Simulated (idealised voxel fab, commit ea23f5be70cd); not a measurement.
process module | voxel self aligned vias
cross-section cut | 235 nm wide | cells 5 nm
A cross-section is a grid of square cells, given in bands from the top down. A band is one or more rows of cells.
Each band's line starts with the height of the band's top and of its bottom, in nm. Then come its materials from left to right, each with its width in nm. One material with "throughout" fills the band from edge to edge. "air" is empty space.
Height 0 is the level under which the wafer as received is all one material. The lowest band goes on downwards, as in "0 down".
A width such as "30 to 40" changes by the same amount from each row of cells to the next, from the band's top row to its bottom row.
"no change" after a step means that no cell of the cross-section changed.
closed voids: empty space of 8 cells or more with no open way to the top, each as width x height at its distance from the left edge, in nm
after a step's settings: what the simulator itself notes on the step
overlay nm, on a step with a mask: how far to the right of its planned place the mask lay; to the left if negative
plan
1 op RECEIVE | material Si
2 op CONFORMAL_DEP | material SiO2 | thk nm 10
3 op CONFORMAL_DEP | material SiCN | thk nm 5
4 op DIRECTIONAL_DEP | material lowk | thk nm 20
5 op PATTERN | tone open | mask id LINES | material resist | width nm 20 | pitch nm 60 | thk nm 20 | overlay nm 0
6 op DIRECTIONAL_ETCH | etch materials lowk | depth nm 20
7 op STRIP | etch materials resist
8 op CONFORMAL_DEP | material TiN | thk nm 5
9 op FILL_DEP | material W | thk nm 5
10 op CMP | height nm 35
11 op SELECTIVE_ETCH | etch materials W Ru TiN | depth nm 10
12 op FILL_DEP | material SiN | thk nm 10
13 op CMP | height nm 35
14 op DIRECTIONAL_DEP | material lowk | thk nm 15
15 op PATTERN | tone open | mask id VIAS | material resist | width nm 40 | pitch nm 60 | thk nm 20 | overlay nm 0
16 op DIRECTIONAL_ETCH | etch materials lowk | depth nm 15
17 op DIRECTIONAL_ETCH | etch materials SiN | depth nm 10
18 op STRIP | etch materials resist
19 op CONFORMAL_DEP | material TiN | thk nm 5
20 op FILL_DEP | material W | thk nm 5
21 op CMP | height nm 50
22 op CONFORMAL_DEP | material SiCN | thk nm 5
first wafer, as planned
as received, after step 1
  0 down: Si throughout
  closed voids: none
after step 2
  10 to 0: SiO2 throughout
  below 0: unchanged
after step 3
  15 to 10: SiCN throughout
  below 10: unchanged
after step 4
  35 to 15: lowk throughout
  below 15: unchanged
after step 5
  55 to 35: resist 45 | air 20 | resist 40 | air 20 | resist 40 | air 20 | resist 50
  below 35: unchanged
after step 6
  55 to 35: resist 45 | air 20 | resist 40 | air 20 | resist 40 | air 20 | resist 50
  35 to 15: lowk 45 | air 20 | lowk 40 | air 20 | lowk 40 | air 20 | lowk 50
  below 15: unchanged
after step 7
  35 to 15: lowk 45 | air 20 | lowk 40 | air 20 | lowk 40 | air 20 | lowk 50
  below 15: unchanged
after step 8
  40 to 35: TiN 50 | air 10 | TiN 50 | air 10 | TiN 50 | air 10 | TiN 55
  35 to 20: lowk 45 | TiN 5 | air 10 | TiN 5 | lowk 40 | TiN 5 | air 10 | TiN 5 | lowk 40 | TiN 5 | air 10 | TiN 5 | lowk 50
  20 to 15: lowk 45 | TiN 20 | lowk 40 | TiN 20 | lowk 40 | TiN 20 | lowk 50
  below 15: unchanged
after step 9
  45 to 40: W throughout
  40 to 35: TiN 50 | W 10 | TiN 50 | W 10 | TiN 50 | W 10 | TiN 55
  35 to 20: lowk 45 | TiN 5 | W 10 | TiN 5 | lowk 40 | TiN 5 | W 10 | TiN 5 | lowk 40 | TiN 5 | W 10 | TiN 5 | lowk 50
  below 20: unchanged
after step 10
  35 to 20: lowk 45 | TiN 5 | W 10 | TiN 5 | lowk 40 | TiN 5 | W 10 | TiN 5 | lowk 40 | TiN 5 | W 10 | TiN 5 | lowk 50
  below 20: unchanged
after step 11
  35 to 25: lowk 45 | air 20 | lowk 40 | air 20 | lowk 40 | air 20 | lowk 50
  below 25: unchanged
after step 12
  45 to 35: SiN throughout
  35 to 25: lowk 45 | SiN 20 | lowk 40 | SiN 20 | lowk 40 | SiN 20 | lowk 50
  below 25: unchanged
after step 13
  35 to 25: lowk 45 | SiN 20 | lowk 40 | SiN 20 | lowk 40 | SiN 20 | lowk 50
  below 25: unchanged
after step 14
  50 to 35: lowk throughout
  below 35: unchanged
after step 15
  70 to 50: resist 35 | air 40 | resist 20 | air 40 | resist 20 | air 40 | resist 40
  below 50: unchanged
after step 16
  70 to 50: resist 35 | air 40 | resist 20 | air 40 | resist 20 | air 40 | resist 40
  50 to 35: lowk 35 | air 40 | lowk 20 | air 40 | lowk 20 | air 40 | lowk 40
  below 35: unchanged
after step 17
  70 to 50: resist 35 | air 40 | resist 20 | air 40 | resist 20 | air 40 | resist 40
  50 to 35: lowk 35 | air 40 | lowk 20 | air 40 | lowk 20 | air 40 | lowk 40
  35 to 25: lowk 45 | air 20 | lowk 40 | air 20 | lowk 40 | air 20 | lowk 50
  below 25: unchanged
after step 18
  50 to 35: lowk 35 | air 40 | lowk 20 | air 40 | lowk 20 | air 40 | lowk 40
  below 35: unchanged
after step 19
  55 to 50: TiN 40 | air 30 | TiN 30 | air 30 | TiN 30 | air 30 | TiN 45
  50 to 40: lowk 35 | TiN 5 | air 30 | TiN 5 | lowk 20 | TiN 5 | air 30 | TiN 5 | lowk 20 | TiN 5 | air 30 | TiN 5 | lowk 40
  40 to 30: lowk 35 to 45 | TiN 15 to 5 | air 10 | TiN 15 to 5 | lowk 20 to 40 | TiN 15 to 5 | air 10 | TiN 15 to 5 | lowk 20 to 40 | TiN 15 to 5 | air 10 | TiN 15 to 5 | lowk 40 to 50
  30 to 25: lowk 45 | TiN 20 | lowk 40 | TiN 20 | lowk 40 | TiN 20 | lowk 50
  below 25: unchanged
after step 20
  60 to 55: W throughout
  55 to 50: TiN 40 | W 30 | TiN 30 | W 30 | TiN 30 | W 30 | TiN 45
  50 to 40: lowk 35 | TiN 5 | W 30 | TiN 5 | lowk 20 | TiN 5 | W 30 | TiN 5 | lowk 20 | TiN 5 | W 30 | TiN 5 | lowk 40
  40 to 30: lowk 35 to 45 | TiN 15 to 5 | W 10 | TiN 15 to 5 | lowk 20 to 40 | TiN 15 to 5 | W 10 | TiN 15 to 5 | lowk 20 to 40 | TiN 15 to 5 | W 10 | TiN 15 to 5 | lowk 40 to 50
  below 30: unchanged
after step 21
  50 to 40: lowk 35 | TiN 5 | W 30 | TiN 5 | lowk 20 | TiN 5 | W 30 | TiN 5 | lowk 20 | TiN 5 | W 30 | TiN 5 | lowk 40
  below 40: unchanged
after step 22
  55 to 50: SiCN throughout
  below 50: unchanged
second wafer: like start, like plan, one mistake. Through step 15 it matches the first wafer
when step 16 should have ended
  70 to 50: resist 35 | air 40 | resist 20 | air 40 | resist 20 | air 40 | resist 40
  50 to 35: lowk 35 | air 40 | lowk 20 | air 40 | lowk 20 | air 40 | lowk 40
  35 to 25: lowk 35 | air 10 | SiN 20 | air 10 | lowk 20 | air 10 | SiN 20 | air 10 | lowk 20 | air 10 | SiN 20 | air 10 | lowk 40
  25 to 20: lowk 35 | air 10 | TiN 5 | W 10 | TiN 5 | air 10 | lowk 20 | air 10 | TiN 5 | W 10 | TiN 5 | air 10 | lowk 20 | air 10 | TiN 5 | W 10 | TiN 5 | air 10 | lowk 40
  below 20: unchanged
when step 17 should have ended
  70 to 50: resist 35 | air 40 | resist 20 | air 40 | resist 20 | air 40 | resist 40
  50 to 25: lowk 35 | air 40 | lowk 20 | air 40 | lowk 20 | air 40 | lowk 40
  below 25: unchanged
when step 18 should have ended
  50 to 25: lowk 35 | air 40 | lowk 20 | air 40 | lowk 20 | air 40 | lowk 40
  below 25: unchanged
when step 19 should have ended
  55 to 50: TiN 40 | air 30 | TiN 30 | air 30 | TiN 30 | air 30 | TiN 45
  50 to 30: lowk 35 | TiN 5 | air 30 | TiN 5 | lowk 20 | TiN 5 | air 30 | TiN 5 | lowk 20 | TiN 5 | air 30 | TiN 5 | lowk 40
  30 to 25: lowk 35 | TiN 40 | lowk 20 | TiN 40 | lowk 20 | TiN 40 | lowk 40
  25 to 20: lowk 35 | TiN 15 | W 10 | TiN 15 | lowk 20 | TiN 15 | W 10 | TiN 15 | lowk 20 | TiN 15 | W 10 | TiN 15 | lowk 40
  below 20: unchanged
when step 20 should have ended
  60 to 55: W throughout
  55 to 50: TiN 40 | W 30 | TiN 30 | W 30 | TiN 30 | W 30 | TiN 45
  50 to 30: lowk 35 | TiN 5 | W 30 | TiN 5 | lowk 20 | TiN 5 | W 30 | TiN 5 | lowk 20 | TiN 5 | W 30 | TiN 5 | lowk 40
  below 30: unchanged
when step 21 should have ended
  50 to 30: lowk 35 | TiN 5 | W 30 | TiN 5 | lowk 20 | TiN 5 | W 30 | TiN 5 | lowk 20 | TiN 5 | W 30 | TiN 5 | lowk 40
  below 30: unchanged
when step 22 should have ended
  55 to 50: SiCN throughout
  below 50: unchanged
what went wrong: step 16 was run twice
at the end the second wafer has, in cells: 12 more of TiN | 24 more of W | 36 fewer of lowk
